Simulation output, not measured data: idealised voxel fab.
Process module name: voxel fin reveal
The figure presents cross-section cut, which has a width of 295 nm and is divided into square cells with an edge length of 5 nm.
Each cross-section below is a grid of square cells, stated as bands in top-down order, with one or more rows of cells making up each band.
Band: top height; bottom height; in nm. Then, left to right: material with width in nm, for each material. "edge to edge": a single material spanning edge to edge. "empty": empty space.
Convention: height 0 is the level below which the wafer, as received, is all one material. The lowest band does not terminate at the bottom but continues downward, represented as "from 0 down".
Read "30 to 40" as a graded width: first number on top, second number at the bottom, same change between each pair of neighbouring rows.
"nothing changed" (step): cross-section cells unchanged, all of them.
"Enclosed cavities" enumerates empty spaces isolated from the top, with no open way to it, that contain at least 8 cells, giving each as width x height at distance from the left edge, all three in nm.
Whatever follows a step's settings on its line is a remark the simulator itself makes about that step.
overlay nm: step with mask; distance mask lay right of planned place; negative value = left of planned place.

These are the steps we planned for the process:
1: op RECEIVE | material Si
2: op CONFORMAL_DEP | material SiN | thk nm 5
3: op MASKED_ETCH | tone cover | mask id FINS | width nm 15 | pitch nm 45 | etch materials SiN | depth nm 5 | overlay nm 0
4: op MASKED_ETCH | tone cover | mask id FINS | width nm 15 | pitch nm 45 | etch materials Si | depth nm 30 | overlay nm 0
5: op OXIDIZE | depth nm 5
6: op FILL_DEP | material SiO2 | thk nm 5
7: op CMP | height nm 5
8: op SELECTIVE_ETCH | etch materials SiO2 | depth nm 25
9: op STRIP | etch materials SiN

Received-state cross-section, reflecting completion of step 1:
* from 0 down | Si edge to edge
* Enclosed cavities: none

Sectioned view, first of two wafers, at the close of the module, processed as intended in the plan:
* from 0 to -20 | empty 100 nm, then Si 5 nm, then empty 40 nm, then Si 5 nm, then empty 40 nm, then Si 5 nm, then empty 100 nm
* from -20 to -35 | SiO2 100 nm, then Si 5 nm, then SiO2 40 nm, then Si 5 nm, then SiO2 40 nm, then Si 5 nm, then SiO2 100 nm
* from -35 down | Si edge to edge
* Enclosed cavities: none

Cross-sectional view of the second of two wafers upon completion of the module. This wafer shared its starting condition and process plan with the first; one error was made during its execution:
* from 0 to -5 | Si 90 nm, then empty 25 nm, then Si 20 nm, then empty 25 nm, then Si 20 nm, then empty 25 nm, then Si 90 nm
* from -5 down | Si edge to edge
* Enclosed cavities: none
Plan not followed: so step 3 ended up running with a different setting than we planned, it ran as op MASKED_ETCH | tone open | mask id FINS | width nm 15 | pitch nm 45 | etch materials SiN | depth nm 5 | overlay nm 0
End of process, cell counts, second wafer against first, materials with more or fewer: 377 more of Si; 168 fewer of SiO2
